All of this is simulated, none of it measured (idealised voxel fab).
Process module name: voxel air gaps
Cross-section cut spans 155 nm and uses square cells 5 nm in size.
A cross-section is written here as square cells arranged in a grid, and it is given in bands from the top down, each band taking up one or more rows of cells.
Within each band entry, the heights of the top and of the bottom of the band appear first, in that order and in nm; the materials of the band then follow from left to right, each with its corresponding width in nm. The designation "full width" on a single material indicates that it fills the band from edge to edge; the designation "empty" indicates empty space.
Height 0 is the level under which the wafer as received is all one material. The lowest band goes on downwards, as in "0 down".
Width spec "30 to 40" -> top row of cells at first value, bottom row at second value, equal per-row change in between.
"remained unchanged" for a step: no cell of the cross-section changed in that step.
So "Closed cavity list" is basically the list of trapped voids: any empty space of 8 cells or more that can't reach the top through an opening. They're written width x height at distance, the distance being from the left edge, and it's all nm.
On a step's line, text after the settings is the simulator commenting on that step.
A step line may carry the setting "overlay nm", which, for steps involving a mask, states the distance by which the mask lay to the right of its intended position; negative values denote displacement to the left.

### Process steps (planned)
- 1: RECEIVE, material Si
- 2: CONFORMAL_DEP, material SiO2, thk nm 15
- 3: CONFORMAL_DEP, material SiCN, thk nm 5
- 4: DIRECTIONAL_DEP, material lowk, thk nm 40
- 5: PATTERN, tone open, mask id LINES, material resist, width nm 15, pitch nm 40, thk nm 20, overlay nm 0
- 6: DIRECTIONAL_ETCH, etch materials lowk, depth nm 40
- 7: STRIP, etch materials resist
- 8: CONFORMAL_DEP, material TiN, thk nm 5
- 9: FILL_DEP, material W, thk nm 10
- 10: CMP, height nm 60
- 11: EPI, material Ru, thk nm 10
- 12: SELECTIVE_ETCH, etch materials lowk, depth nm 50
- 13: CONFORMAL_DEP, material SiCN, thk nm 5

### Cross-section of the incoming wafer, state after step 1
* 0 down | Si full width
* Closed cavity list: none

### End-of-module cross-section. Starting structure and process plan as above; one mistake made in running it
* 75 to 70 | empty 10; SiCN 135; empty 10
* 70 to 60 | empty 10; SiCN 5; Ru 125; SiCN 5; empty 10
* 60 to 55 | empty 10; SiCN 15; TiN 5; W 15; TiN 5; lowk 15; TiN 5; W 15; TiN 5; lowk 15; TiN 5; W 15; TiN 5; SiCN 15; empty 10
* 55 to 25 | empty 20; SiCN 5; TiN 5; W 15; TiN 5; lowk 15; TiN 5; W 15; TiN 5; lowk 15; TiN 5; W 15; TiN 5; SiCN 5; empty 20
* 25 to 20 | SiCN 25; TiN 25; lowk 15; TiN 25; lowk 15; TiN 25; SiCN 25
* 20 to 15 | SiCN full width
* 15 to 0 | SiO2 full width
* 0 down | Si full width
* Closed cavity list: none
The mistake made against the process plan was this: step 5 changed vs plan, executed as PATTERN, tone open, mask id LINES, material resist, width nm 25, pitch nm 40, thk nm 20, overlay nm 0
